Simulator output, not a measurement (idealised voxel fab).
A process module follows: voxel ribs on slabs.
Section cut is 145 nm wide and gridded with 5 nm square cells.
Think of the cross-section as a grid of square cells. We describe it in bands, top to bottom, and each band covers one or more rows of those cells.
Basically the band line says how high the top is and how high the bottom is, in nm, and then what's in it from left to right, every material with its width in nm. Empty space shows up as "blank", and if a single material carries "edge to edge" it runs the full band edge to edge.
Convention: height 0 is the level below which the wafer, as received, is all one material. The lowest band does not terminate at the bottom but continues downward, represented as "z 0 and below".
The two numbers in a width such as "30 to 40" mark its ends across the band: the first belongs to the top row of cells, the second to the bottom row, and from each row to the next the width moves by the same amount.
Where a step carries "remains unaltered", the cross-section came out of it unchanged, cell for cell.
This entry, "Cavities, closed", enumerates those empty regions of no fewer than 8 cells that possess no open connection to the top. Each region is reported in the form width x height at distance, the distance being taken from the left edge, with all three quantities expressed in nm.
Post-settings text on a step line: simulator's own remark regarding the step.
Regarding "overlay nm": on a step with a mask, it is the distance the mask lay to the right of its planned place; a negative value places it to the left.

### The steps planned for the process are as follows
1) RECEIVE, material Si
2) DIRECTIONAL_DEP, material SiO2, thk nm 30
3) DIRECTIONAL_DEP, material polySi, thk nm 20
4) DIRECTIONAL_DEP, material aC, thk nm 15
5) PATTERN, tone cover, mask id RIB, material resist, width nm 30, thk nm 35, overlay nm 0
6) DIRECTIONAL_ETCH, etch materials aC, depth nm 15
7) STRIP, etch materials resist
8) DIRECTIONAL_ETCH, etch materials polySi, depth nm 15
9) STRIP, etch materials aC
10) PATTERN, tone cover, mask id SLAB, material resist, width nm 90, thk nm 15, overlay nm 0
11) DIRECTIONAL_ETCH, etch materials polySi, depth nm 5
12) STRIP, etch materials resist
13) FILL_DEP, material SiO2, thk nm 25
14) CMP, height nm 70
15) DIRECTIONAL_DEP, material TiN, thk nm 5
16) PATTERN, tone cover, mask id HEATER, material resist, width nm 40, thk nm 15, overlay nm 0
17) DIRECTIONAL_ETCH, etch materials TiN, depth nm 5
18) STRIP, etch materials resist
19) CONFORMAL_DEP, material SiO2, thk nm 10

### The first wafer of two, processed as planned

### As received (post step 1): cross-section
- z 0 and below: Si edge to edge
- Cavities, closed: none

### Step 2 done - wafer cross-section
- z 30 to 0: SiO2 edge to edge
- Under 0: no change, same as before.

### Step 3 done - wafer cross-section
- z 50 to 30: polySi edge to edge
- Under 30: no change, same as before.

### Step 4 done - wafer cross-section
- z 65 to 50: aC edge to edge
- Under 50: no change, same as before.

### Step 5 done - wafer cross-section
- z 100 to 65: blank (55), resist (30), blank (60)
- Under 65: no change, same as before.

### Step 6 done - wafer cross-section
- z 85 to 65: blank (55), resist (30), blank (60)
- z 65 to 50: blank (55), aC (30), blank (60)
- Under 50: no change, same as before.

### Step 7 done - wafer cross-section
- z 65 to 50: blank (55), aC (30), blank (60)
- Under 50: no change, same as before.

### Step 8 done - wafer cross-section
- z 65 to 50: blank (55), aC (30), blank (60)
- z 50 to 35: blank (55), polySi (30), blank (60)
- Under 35: no change, same as before.

### Step 9 done - wafer cross-section
- z 50 to 35: blank (55), polySi (30), blank (60)
- Under 35: no change, same as before.

### Step 10 done - wafer cross-section
- z 65 to 50: blank (25), resist (90), blank (30)
- z 50 to 35: blank (25), resist (30), polySi (30), resist (30), blank (30)
- Under 35: no change, same as before.

### Step 11 done - wafer cross-section
- z 65 to 50: blank (25), resist (90), blank (30)
- z 50 to 35: blank (25), resist (30), polySi (30), resist (30), blank (30)
- z 35 to 30: blank (25), polySi (90), blank (30)
- Under 30: no change, same as before.

### Step 12 done - wafer cross-section
- z 50 to 35: blank (55), polySi (30), blank (60)
- Under 35: no change, same as before.

### Step 13 done - wafer cross-section
- z 75 to 50: SiO2 edge to edge
- z 50 to 35: SiO2 (55), polySi (30), SiO2 (60)
- z 35 to 30: SiO2 (25), polySi (90), SiO2 (30)
- Under 30: no change, same as before.

### Step 14 done - wafer cross-section
- z 70 to 50: SiO2 edge to edge
- Under 50: no change, same as before.

### Step 15 done - wafer cross-section
- z 75 to 70: TiN edge to edge
- Under 70: no change, same as before.

### Step 16 done - wafer cross-section
- z 90 to 75: blank (50), resist (40), blank (55)
- Under 75: no change, same as before.

### Step 17 done - wafer cross-section
- z 90 to 75: blank (50), resist (40), blank (55)
- z 75 to 70: blank (50), TiN (40), blank (55)
- Under 70: no change, same as before.

### Step 18 done - wafer cross-section
- z 75 to 70: blank (50), TiN (40), blank (55)
- Under 70: no change, same as before.

### Step 19 done - wafer cross-section
- z 85 to 80: blank (40), SiO2 (60), blank (45)
- z 80 to 75: SiO2 edge to edge
- z 75 to 70: SiO2 (50), TiN (40), SiO2 (55)
- Under 70: no change, same as before.

### Second wafer, same starting state and plan as the first, one mistake in the run, identical through step 9

### At the planned end of step 10, the second wafer in cross-section
- z 65 to 50: blank (30), resist (90), blank (25)
- z 50 to 35: blank (30), resist (25), polySi (30), resist (35), blank (25)
- Under 35: no change, same as before.

### At the planned end of step 11, the second wafer in cross-section
- z 65 to 50: blank (30), resist (90), blank (25)
- z 50 to 35: blank (30), resist (25), polySi (30), resist (35), blank (25)
- z 35 to 30: blank (30), polySi (90), blank (25)
- Under 30: no change, same as before.

### At the planned end of step 12, the second wafer in cross-section
- z 50 to 35: blank (55), polySi (30), blank (60)
- Under 35: no change, same as before.

### At the planned end of step 13, the second wafer in cross-section
- z 75 to 50: SiO2 edge to edge
- z 50 to 35: SiO2 (55), polySi (30), SiO2 (60)
- z 35 to 30: SiO2 (30), polySi (90), SiO2 (25)
- Under 30: no change, same as before.

### At the planned end of step 14, the second wafer in cross-section
- z 70 to 50: SiO2 edge to edge
- Under 50: no change, same as before.

### At the planned end of step 15, the second wafer in cross-section
- z 75 to 70: TiN edge to edge
- Under 70: no change, same as before.

### At the planned end of step 16, the second wafer in cross-section
- z 90 to 75: blank (50), resist (40), blank (55)
- Under 75: no change, same as before.

### At the planned end of step 17, the second wafer in cross-section
- z 90 to 75: blank (50), resist (40), blank (55)
- z 75 to 70: blank (50), TiN (40), blank (55)
- Under 70: no change, same as before.

### At the planned end of step 18, the second wafer in cross-section
- z 75 to 70: blank (50), TiN (40), blank (55)
- Under 70: no change, same as before.

### At the planned end of step 19, the second wafer in cross-section
- z 85 to 80: blank (40), SiO2 (60), blank (45)
- z 80 to 75: SiO2 edge to edge
- z 75 to 70: SiO2 (50), TiN (40), SiO2 (55)
- Under 70: no change, same as before.
Want to know what went wrong? not per plan at step 10, really ran PATTERN, tone cover, mask id SLAB, material resist, width nm 90, thk nm 15, overlay nm 5
Comparing end states, the material composition by cell count is preserved from the first wafer to the second, while the locations of the cells are not.
